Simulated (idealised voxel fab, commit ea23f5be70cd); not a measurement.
Presented below is a process module, voxel self aligned contacts.
Square cells of 5 nm make up the cross-section cut, whose width is 280 nm.
Reading order for cross-sections: top band down to bottom band. Underlying form: a grid of square cells. Band size: one or more rows of cells.
What a band's entry tells you: where the top is and where the bottom is, as heights in nm, and after that what lies inside, material by material from left to right, each with its width in nm. Empty space is written as the word "blank", and a single material marked with the word "all across" occupies the band from edge to edge.
Zero point of the height axis is 0; under it, received wafer = one material. Lowest band: continues down indefinitely, "0 down".
It should be noted that a width expressed as "30->40" varies in equal increments from row to row of cells within the band, taking the value of the first number at the top row and that of the second number at the bottom row.
What does "all unchanged" mean for a step? It means no cell of the cross-section changed in that step.
"Cavities, closed" means: voids of 8 cells or more that are shut off from the top with no open way through. Written width x height at distance, distance from the left edge, in nm.
Step line, after settings: the simulator's comment on this step.
"overlay nm" denotes, for a step that has a mask, the displacement of the mask to the right of its planned place, with negative values corresponding to the left.

[List of planned process steps]
1) RECEIVE with material Si
2) CONFORMAL_DEP with material SiO2, thk nm 5
3) DIRECTIONAL_DEP with material polySi, thk nm 20
4) DIRECTIONAL_DEP with material SiN, thk nm 20
5) MASKED_ETCH with tone cover, mask id GATE, width nm 25, pitch nm 55, etch materials SiN, depth nm 20, overlay nm 0
6) MASKED_ETCH with tone cover, mask id GATE, width nm 25, pitch nm 55, etch materials polySi, depth nm 20, overlay nm 0
7) CONFORMAL_DEP with material SiN, thk nm 5
8) DIRECTIONAL_ETCH with etch materials SiN, depth nm 5
9) FILL_DEP with material SiO2, thk nm 15
10) CMP with height nm 40
11) MASKED_ETCH with tone open, mask id CONTACT, width nm 40, pitch nm 55, etch materials SiO2, depth nm 50, overlay nm 0
12) CONFORMAL_DEP with material TiN, thk nm 5
13) FILL_DEP with material W, thk nm 5
14) CMP with height nm 50
15) CONFORMAL_DEP with material SiCN, thk nm 5
Quick note for whoever runs this: the wafers start identical, but the height nm at step 10 isn't the same across them. The plan just shows what the first wafer had.

[Sectional view: first of several wafers, as received, after step 1]
* 0 down  Si all across
* Cavities, closed: none

[Below: a row per wafer. Contents at end of module: for every material, cells gained since receipt (+) or lost since receipt (-); then closed voids]
height nm 40, +56 SiCN, +87 SiN, +237 SiO2, +88 TiN, +88 W, +60 polySi, Cavities, closed: none
height nm 45, +56 SiCN, +108 SiN, +264 SiO2, +92 TiN, +36 W, +60 polySi, Cavities, closed: none
height nm 50, +56 SiCN, +108 SiN, +304 SiO2, +52 TiN, +36 W, +60 polySi, Cavities, closed: none
height nm 55, +56 SiCN, +108 SiN, +312 SiO2, +48 TiN, +32 W, +60 polySi, Cavities, closed: none
height nm 60, +56 SiCN, +108 SiN, +320 SiO2, +44 TiN, +28 W, +60 polySi, Cavities, closed: none
